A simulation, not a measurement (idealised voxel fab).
Presented below is a process module, voxel capacitor over wiring.
cross-section cut | 170 nm wide | cells 5 nm
The cross-sections in this document take the form of a grid made of square cells. They are written out as bands, in order from top to bottom. Each band consists of one or more rows of cells. What a band's entry tells you: where the top is and where the bottom is, as heights in nm, and after that what lies inside, material by material from left to right, each with its width in nm. Empty space is written as the word "air", and a single material marked with the word "throughout" occupies the band from edge to edge. Height datum 0, below which the as-received substrate wafer is one material. Lowest band open at the bottom, running downward: "0 -> down". A two-number width, for instance "30 to 40", indicates that the width is equal to the first number in the top row of the band and to the second number in the bottom row, and that it changes by a constant amount per row of cells. Where a step carries "everything unchanged", the cross-section came out of it unchanged, cell for cell. In the "Closed void list" entry, you get each enclosed empty space of 8 cells or more, one with no open way to the top, written width x height at distance, distance from the left edge, in nm. Heads up: the bit after the settings on a step's line is the simulator's remark on that step. overlay nm: right-of-plan distance of the mask on a masked step; negative values mean left-of-plan.

[List of planned process steps]
step 1: RECEIVE [material Si]
step 2: CONFORMAL_DEP [material SiO2] [thk nm 15]
step 3: CONFORMAL_DEP [material SiN] [thk nm 5]
step 4: DIRECTIONAL_DEP [material SiO2] [thk nm 25]
step 5: DIRECTIONAL_DEP [material aC] [thk nm 15]
step 6: PATTERN [tone open] [mask id METAL_1] [material resist] [width nm 30] [pitch nm 90] [thk nm 30] [overlay nm 0]
step 7: DIRECTIONAL_ETCH [etch materials aC] [depth nm 15]
step 8: STRIP [etch materials resist]
step 9: DIRECTIONAL_ETCH [etch materials SiO2] [depth nm 25]
step 10: DIRECTIONAL_ETCH [etch materials SiN] [depth nm 5]
step 11: STRIP [etch materials aC]
step 12: CONFORMAL_DEP [material TiN] [thk nm 5]
step 13: FILL_DEP [material Cu] [thk nm 10]
step 14: CMP [height nm 45]
step 15: CONFORMAL_DEP [material SiCN] [thk nm 5]
step 16: DIRECTIONAL_DEP [material SiO2] [thk nm 15]
step 17: PATTERN [tone open] [mask id PLUG_1] [material resist] [width nm 15] [thk nm 20] [overlay nm 0]
step 18: DIRECTIONAL_ETCH [etch materials SiO2] [depth nm 15]
step 19: DIRECTIONAL_ETCH [etch materials SiCN] [depth nm 5]
step 20: STRIP [etch materials resist]
step 21: CONFORMAL_DEP [material TiN] [thk nm 5]
step 22: FILL_DEP [material W] [thk nm 5]
step 23: CMP [height nm 65]
step 24: DIRECTIONAL_DEP [material TiN] [thk nm 5]
step 25: DIRECTIONAL_DEP [material SiN] [thk nm 5]
step 26: DIRECTIONAL_DEP [material TiN] [thk nm 5]
step 27: MASKED_ETCH [tone cover] [mask id UPPER_PLATE] [width nm 65] [etch materials TiN] [depth nm 5] [overlay nm 0]
step 28: MASKED_ETCH [tone cover] [mask id UPPER_PLATE] [width nm 65] [etch materials SiN] [depth nm 5] [overlay nm 0]
step 29: DIRECTIONAL_DEP [material aC] [thk nm 15]
step 30: PATTERN [tone cover] [mask id LOWER_PLATE] [material resist] [width nm 75] [thk nm 35] [overlay nm 0]
step 31: DIRECTIONAL_ETCH [etch materials aC] [depth nm 15]
step 32: STRIP [etch materials resist]
step 33: DIRECTIONAL_ETCH [etch materials TiN] [depth nm 5]
step 34: STRIP [etch materials aC]
step 35: FILL_DEP [material SiO2] [thk nm 15]
step 36: CMP [height nm 90]
step 37: MASKED_ETCH [tone open] [mask id PLUG_2] [width nm 15] [etch materials SiO2] [depth nm 10] [overlay nm 0]
step 38: CONFORMAL_DEP [material TiN] [thk nm 5]
step 39: FILL_DEP [material Cu] [thk nm 5]
step 40: CMP [height nm 90]
step 41: CONFORMAL_DEP [material SiCN] [thk nm 5]

[Step 1 complete: cross-section of the wafer as received]
* 0 -> down: Si throughout
* Closed void list: none

[Final wafer profile in cross-section after the module, from the same start and plan as above, with one mistake made during processing]
* 95 -> 90: SiCN throughout
* 90 -> 85: 60 nm SiO2  5 nm TiN  5 nm Cu  5 nm TiN  95 nm SiO2
* 85 -> 75: 60 to 40 nm SiO2  15 to 65 nm TiN  95 to 65 nm SiO2
* 75 -> 70: 40 nm SiO2  65 nm SiN  65 nm SiO2
* 70 -> 65: 35 nm SiO2  75 nm TiN  60 nm SiO2
* 65 -> 50: 40 nm SiO2  5 nm TiN  5 nm W  5 nm TiN  115 nm SiO2
* 50 -> 45: 40 nm SiCN  15 nm TiN  115 nm SiCN
* 45 -> 20: 25 nm SiO2  5 nm TiN  20 nm Cu  5 nm TiN  60 nm SiO2  5 nm TiN  20 nm Cu  5 nm TiN  25 nm SiO2
* 20 -> 15: 25 nm SiN  30 nm TiN  60 nm SiN  30 nm TiN  25 nm SiN
* 15 -> 0: SiO2 throughout
* 0 -> down: Si throughout
* Closed void list: none
Want to know what went wrong? step 37 ran with different settings than intended, the actual operation and settings being MASKED_ETCH [tone open] [mask id PLUG_2] [width nm 15] [etch materials SiO2] [depth nm 10] [overlay nm 10]
